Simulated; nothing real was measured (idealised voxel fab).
Process module name: voxel ribs on slabs
The width of the displayed cross-section, cut, is 290 nm; its cells are square, with a size of 5 nm.
For the purposes of this document, a cross-section shall be understood as a grid of square cells, specified as bands listed in top-to-bottom order, each band consisting of one or more rows of cells.
The band entry comprises the height of the band's top followed by the height of its bottom, expressed in nm, and subsequently the band's materials from left to right, each stated together with its width in nm. Where a single material is marked with the word "edge to edge", that material fills the band from edge to edge. The word "blank" represents empty space.
Note: height 0 marks the level under which the wafer is uniformly one material as received. Lowest band unbounded below, written "top 0, no bottom".
Think of "30->40" as a width that walks from the first number to the second as you go down the band, top row to bottom row, taking equal-sized steps from row to row.
The designation "nothing altered", where it is given for a processing step, indicates that no cell of the cross-section was altered in the course of that step.
Entry "Trapped cavities". Content: empty spaces with no open connection to the top, size 8 cells or greater. Each: width x height at distance. Distance: from left edge. Unit: nm.
Note: text after step settings on the step line = simulator remark on that step.
overlay nm: step with mask; distance mask lay right of planned place; negative value = left of planned place.

Process steps foreseen in the plan
1) RECEIVE, material Si
2) DIRECTIONAL_DEP, material SiO2, thk nm 30
3) DIRECTIONAL_DEP, material SiN, thk nm 25
4) MASKED_ETCH, tone cover, mask id RIB, width nm 20, etch materials SiN, depth nm 10, overlay nm 0
5) MASKED_ETCH, tone cover, mask id SLAB, width nm 80, etch materials SiN, depth nm 15, overlay nm 0
6) FILL_DEP, material SiO2, thk nm 20
7) CMP, height nm 70
8) DIRECTIONAL_DEP, material W, thk nm 5
9) MASKED_ETCH, tone cover, mask id HEATER, width nm 30, etch materials W, depth nm 5, overlay nm 0
10) CONFORMAL_DEP, material SiO2, thk nm 5

The cross-section here shows the wafer as received, i.e. in its state after step 1
- top 0, no bottom  Si edge to edge
- Trapped cavities: none

Final wafer profile in cross-section after the module, from the same start and plan as above, with one mistake made during processing
- top 80, bottom 75  blank 120 nm, then SiO2 50 nm, then blank 120 nm
- top 75, bottom 70  SiO2 125 nm, then W 40 nm, then SiO2 125 nm
- top 70, bottom 55  SiO2 edge to edge
- top 55, bottom 45  SiO2 135 nm, then SiN 20 nm, then SiO2 135 nm
- top 45, bottom 30  SiO2 105 nm, then SiN 80 nm, then SiO2 105 nm
- top 30, bottom 0  SiO2 edge to edge
- top 0, no bottom  Si edge to edge
- Trapped cavities: none
Run error: note that step 9 departed from the planned setting and was carried out as MASKED_ETCH, tone cover, mask id HEATER, width nm 40, etch materials W, depth nm 5, overlay nm 0
